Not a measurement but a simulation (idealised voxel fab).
process module | voxel self aligned contacts
Pictured: cross-section cut, 150 nm wide, on a grid of 5 nm square cells.
Format of a cross-section: grid, square cells. Given as bands. Order: top down. Band: one or more rows of cells.
Quick guide to a band line: top height, bottom height (nm) up front; then every material left to right with its width in nm. Only one material and it's marked "full width"? Then it fills the band edge to edge. And "blank" just means empty space.
Ref level 0: as-received wafer is one material below here. Bottom band extends down with no lower bound ("0 down").
Graded width ("30 to 40"): value in top row of band = first number; value in bottom row = second number; row-to-row change constant.
Step marked "no alterations made"? Then no cell in the cross-section changed in it.
"Enclosed voids" specifies each empty space that is not open to the top and that occupies no fewer than 8 cells, using the form width x height at distance, the distance measured from the left edge and all three quantities in nm.
Text after the settings on a step's line: the simulator's own remark on that step.
If you see "overlay nm" on a step's line and that step has a mask, it's telling you how far right of where it was planned the mask ended up; a negative number means it went left instead.
## The process steps that were planned are listed below
1,RECEIVE [material Si]
2,OXIDIZE [depth nm 5]
3,DIRECTIONAL_DEP [material polySi] [thk nm 20]
4,DIRECTIONAL_DEP [material SiN] [thk nm 20]
5,MASKED_ETCH [tone cover] [mask id GATE] [width nm 35] [pitch nm 65] [etch materials SiN] [depth nm 20] [overlay nm 0]
6,MASKED_ETCH [tone cover] [mask id GATE] [width nm 35] [pitch nm 65] [etch materials polySi] [depth nm 20] [overlay nm 0]
7,CONFORMAL_DEP [material SiN] [thk nm 5]
8,DIRECTIONAL_ETCH [etch materials SiN] [depth nm 5]
9,FILL_DEP [material SiO2] [thk nm 20]
10,CMP [height nm 50]
11,MASKED_ETCH [tone open] [mask id CONTACT] [width nm 40] [etch materials SiO2] [depth nm 55] [overlay nm 0]
12,CONFORMAL_DEP [material TiN] [thk nm 5]
13,FILL_DEP [material Ru] [thk nm 5]
14,CMP [height nm 50]
15,CONFORMAL_DEP [material SiN] [thk nm 5]
## First of the two wafers, run per plan
## Received-state cross-section, reflecting completion of step 1
    0 down  Si full width
    Enclosed voids: none
## Upon completion of step 2, the wafer appears in cross-section as shown
    0 to -5  SiO2 full width
    Below -5 it's all the same as before, nothing changed down there.
## Upon completion of step 3, the wafer appears in cross-section as shown
    20 to 0  polySi full width
    Below 0 it's all the same as before, nothing changed down there.
## Upon completion of step 4, the wafer appears in cross-section as shown
    40 to 20  SiN full width
    Below 20 it's all the same as before, nothing changed down there.
## Upon completion of step 5, the wafer appears in cross-section as shown
    40 to 20  blank=25, SiN=35, blank=30, SiN=35, blank=25
    Below 20 it's all the same as before, nothing changed down there.
## Upon completion of step 6, the wafer appears in cross-section as shown
    40 to 20  blank=25, SiN=35, blank=30, SiN=35, blank=25
    20 to 0  blank=25, polySi=35, blank=30, polySi=35, blank=25
    Below 0 it's all the same as before, nothing changed down there.
## Upon completion of step 7, the wafer appears in cross-section as shown
    45 to 20  blank=20, SiN=45, blank=20, SiN=45, blank=20
    20 to 5  blank=20, SiN=5, polySi=35, SiN=5, blank=20, SiN=5, polySi=35, SiN=5, blank=20
    5 to 0  SiN=25, polySi=35, SiN=30, polySi=35, SiN=25
    Below 0 it's all the same as before, nothing changed down there.
## Upon completion of step 8, the wafer appears in cross-section as shown
    40 to 20  blank=20, SiN=45, blank=20, SiN=45, blank=20
    20 to 0  blank=20, SiN=5, polySi=35, SiN=5, blank=20, SiN=5, polySi=35, SiN=5, blank=20
    Below 0 it's all the same as before, nothing changed down there.
## Upon completion of step 9, the wafer appears in cross-section as shown
    60 to 40  SiO2 full width
    40 to 20  SiO2=20, SiN=45, SiO2=20, SiN=45, SiO2=20
    20 to 0  SiO2=20, SiN=5, polySi=35, SiN=5, SiO2=20, SiN=5, polySi=35, SiN=5, SiO2=20
    Below 0 it's all the same as before, nothing changed down there.
## Upon completion of step 10, the wafer appears in cross-section as shown
    50 to 40  SiO2 full width
    Below 40 it's all the same as before, nothing changed down there.
## Upon completion of step 11, the wafer appears in cross-section as shown
    50 to 40  SiO2=55, blank=40, SiO2=55
    40 to 20  SiO2=20, SiN=45, blank=20, SiN=45, SiO2=20
    20 to 0  SiO2=20, SiN=5, polySi=35, SiN=5, blank=20, SiN=5, polySi=35, SiN=5, SiO2=20
    0 to -5  SiO2=65, blank=20, SiO2=65
    Below -5 it's all the same as before, nothing changed down there.
## Upon completion of step 12, the wafer appears in cross-section as shown
    55 to 50  TiN=60, blank=30, TiN=60
    50 to 40  SiO2=55, TiN=5 to 15, blank=30 to 10, TiN=5 to 15, SiO2=55
    40 to 20  SiO2=20, SiN=45, TiN=5, blank=10, TiN=5, SiN=45, SiO2=20
    20 to 0  SiO2=20, SiN=5, polySi=35, SiN=5, TiN=5, blank=10, TiN=5, SiN=5, polySi=35, SiN=5, SiO2=20
    0 to -5  SiO2=65, TiN=20, SiO2=65
    Below -5 it's all the same as before, nothing changed down there.
## Upon completion of step 13, the wafer appears in cross-section as shown
    60 to 55  Ru full width
    55 to 50  TiN=60, Ru=30, TiN=60
    50 to 40  SiO2=55, TiN=5 to 15, Ru=30 to 10, TiN=5 to 15, SiO2=55
    40 to 20  SiO2=20, SiN=45, TiN=5, Ru=10, TiN=5, SiN=45, SiO2=20
    20 to 0  SiO2=20, SiN=5, polySi=35, SiN=5, TiN=5, Ru=10, TiN=5, SiN=5, polySi=35, SiN=5, SiO2=20
    Below 0 it's all the same as before, nothing changed down there.
## Upon completion of step 14, the wafer appears in cross-section as shown
    50 to 40  SiO2=55, TiN=5 to 15, Ru=30 to 10, TiN=5 to 15, SiO2=55
    Below 40 it's all the same as before, nothing changed down there.
## Upon completion of step 15, the wafer appears in cross-section as shown
    55 to 50  SiN full width
    Below 50 it's all the same as before, nothing changed down there.
## Wafer two. Identical start, identical plan. One mistake in execution. Identical history through step 5
## when step 6 should have ended
    40 to 20  blank=25, SiN=35, blank=30, SiN=35, blank=25
    20 to 0  blank=15, polySi=45, blank=20, polySi=45, blank=25
    Below 0 it's all the same as before, nothing changed down there.
## when step 7 should have ended
    45 to 25  blank=20, SiN=45, blank=20, SiN=45, blank=20
    25 to 20  blank=10, SiN=55, blank=10, SiN=55, blank=20
    20 to 5  blank=10, SiN=5, polySi=45, SiN=5, blank=10, SiN=5, polySi=45, SiN=5, blank=20
    5 to 0  SiN=15, polySi=45, SiN=20, polySi=45, SiN=25
    Below 0 it's all the same as before, nothing changed down there.
## when step 8 should have ended
    40 to 20  blank=20, SiN=45, blank=20, SiN=45, blank=20
    20 to 0  blank=10, SiN=5, polySi=45, SiN=5, blank=10, SiN=5, polySi=45, SiN=5, blank=20
    Below 0 it's all the same as before, nothing changed down there.
## when step 9 should have ended
    60 to 40  SiO2 full width
    40 to 20  SiO2=20, SiN=45, SiO2=20, SiN=45, SiO2=20
    20 to 0  SiO2=10, SiN=5, polySi=45, SiN=5, SiO2=10, SiN=5, polySi=45, SiN=5, SiO2=20
    Below 0 it's all the same as before, nothing changed down there.
## when step 10 should have ended
    50 to 40  SiO2 full width
    Below 40 it's all the same as before, nothing changed down there.
## when step 11 should have ended
    50 to 40  SiO2=55, blank=40, SiO2=55
    40 to 20  SiO2=20, SiN=45, blank=20, SiN=45, SiO2=20
    20 to 0  SiO2=10, SiN=5, polySi=45, SiN=5, blank=10, SiN=5, polySi=45, SiN=5, SiO2=20
    0 to -5  SiO2=65, blank=10, SiO2=75
    Below -5 it's all the same as before, nothing changed down there.
## when step 12 should have ended
    55 to 50  TiN=60, blank=30, TiN=60
    50 to 40  SiO2=55, TiN=5 to 15, blank=30 to 10, TiN=5 to 15, SiO2=55
    40 to 25  SiO2=20, SiN=45, TiN=5, blank=10, TiN=5, SiN=45, SiO2=20
    25 to 20  SiO2=20, SiN=45, TiN=20, SiN=45, SiO2=20
    20 to 0  SiO2=10, SiN=5, polySi=45, SiN=5, TiN=10, SiN=5, polySi=45, SiN=5, SiO2=20
    0 to -5  SiO2=65, TiN=10, SiO2=75
    Below -5 it's all the same as before, nothing changed down there.
## when step 13 should have ended
    60 to 55  Ru full width
    55 to 50  TiN=60, Ru=30, TiN=60
    50 to 40  SiO2=55, TiN=5 to 15, Ru=30 to 10, TiN=5 to 15, SiO2=55
    40 to 25  SiO2=20, SiN=45, TiN=5, Ru=10, TiN=5, SiN=45, SiO2=20
    Below 25 it's all the same as before, nothing changed down there.
## when step 14 should have ended
    50 to 40  SiO2=55, TiN=5 to 15, Ru=30 to 10, TiN=5 to 15, SiO2=55
    Below 40 it's all the same as before, nothing changed down there.
## when step 15 should have ended
    55 to 50  SiN full width
    Below 50 it's all the same as before, nothing changed down there.
In executing the process, a mistake was made relative to the plan: not per plan at step 6, really ran MASKED_ETCH [tone cover] [mask id GATE] [width nm 35] [pitch nm 65] [etch materials polySi] [depth nm 20] [overlay nm -10]
Final cells, second wafer relative to first, materials higher or lower: 10 fewer of Ru, 6 fewer of SiO2, 16 more of polySi
